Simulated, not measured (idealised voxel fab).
Name of the process module below: voxel spacer lines
The cross-section on display is named cut; it measures 265 nm wide, and its cells are 5 nm squares.
Cross-sections here: square-cell grids, written as top-down lists of bands, a band being one or more rows of cells.
Band entry format. Leading values: height of top, height of bottom, nm. Remainder: materials in left-to-right order, each with its width in nm. Special words: "edge to edge" on a single material, which then fills the band edge to edge; "blank", empty space.
The reference from which all heights are counted is 0, the level beneath which the as-received wafer is entirely one material; the lowest band, having no lower bound, proceeds downward and is written after the example "0 and below".
The expression "30->40" gives the width at the extremes of the band, the first number at its top row of cells and the second at its bottom row, with the width changing by equal amounts from each row to the next in between.
Reading "no change" for a step: not a cell of the cross-section changed in it.
Heads up: "Closed void entries" only lists the empty pockets with no open path to the top that are 8 cells or more, and it writes them as width x height at distance, distance from the left edge, in nm.
Past the settings on a step's line: simulator remark, on that step.
Regarding "overlay nm": on a step with a mask, it is the distance the mask lay to the right of its planned place; a negative value places it to the left.
# The steps planned for the process are as follows
1,op RECEIVE | material Si
2,op CONFORMAL_DEP | material Al2O3 | thk nm 10
3,op DIRECTIONAL_DEP | material W | thk nm 10
4,op DIRECTIONAL_DEP | material polySi | thk nm 25
5,op PATTERN | tone cover | mask id MANDREL | material resist | width nm 20 | pitch nm 70 | thk nm 30 | overlay nm 0
6,op DIRECTIONAL_ETCH | etch materials polySi | depth nm 25
7,op STRIP | etch materials resist
8,op CONFORMAL_DEP | material SiO2 | thk nm 15
9,op DIRECTIONAL_ETCH | etch materials SiO2 | depth nm 15
10,op STRIP | etch materials polySi
11,op DIRECTIONAL_ETCH | etch materials W | depth nm 10
12,op STRIP | etch materials SiO2
# Here's what the wafer looked like in cross-section when it arrived - that's after step 1
	0 and below = Si edge to edge
	Closed void entries: none
# Post-module cross-section of the first of two wafers (run per plan)
	20 down to 10 = 70 nm blank  15 nm W  20 nm blank  15 nm W  20 nm blank  15 nm W  20 nm blank  15 nm W  75 nm blank
	10 down to 0 = Al2O3 edge to edge
	0 and below = Si edge to edge
	Closed void entries: none
# Cross-sectional image of the second wafer of the two following completion of the module. Starting state and process plan were the same as for the first wafer; one execution error occurred
	25 down to 15 = 70 nm blank  15 nm W  20 nm blank  15 nm W  20 nm blank  15 nm W  20 nm blank  15 nm W  75 nm blank
	15 down to 0 = Al2O3 edge to edge
	0 and below = Si edge to edge
	Closed void entries: none
The plan and the run diverged here: so step 2 ended up running with a different setting than we planned, it ran as op CONFORMAL_DEP | material Al2O3 | thk nm 15
Final tally in cells, some materials are higher or lower on the second wafer than on the first: Al2O3 +53
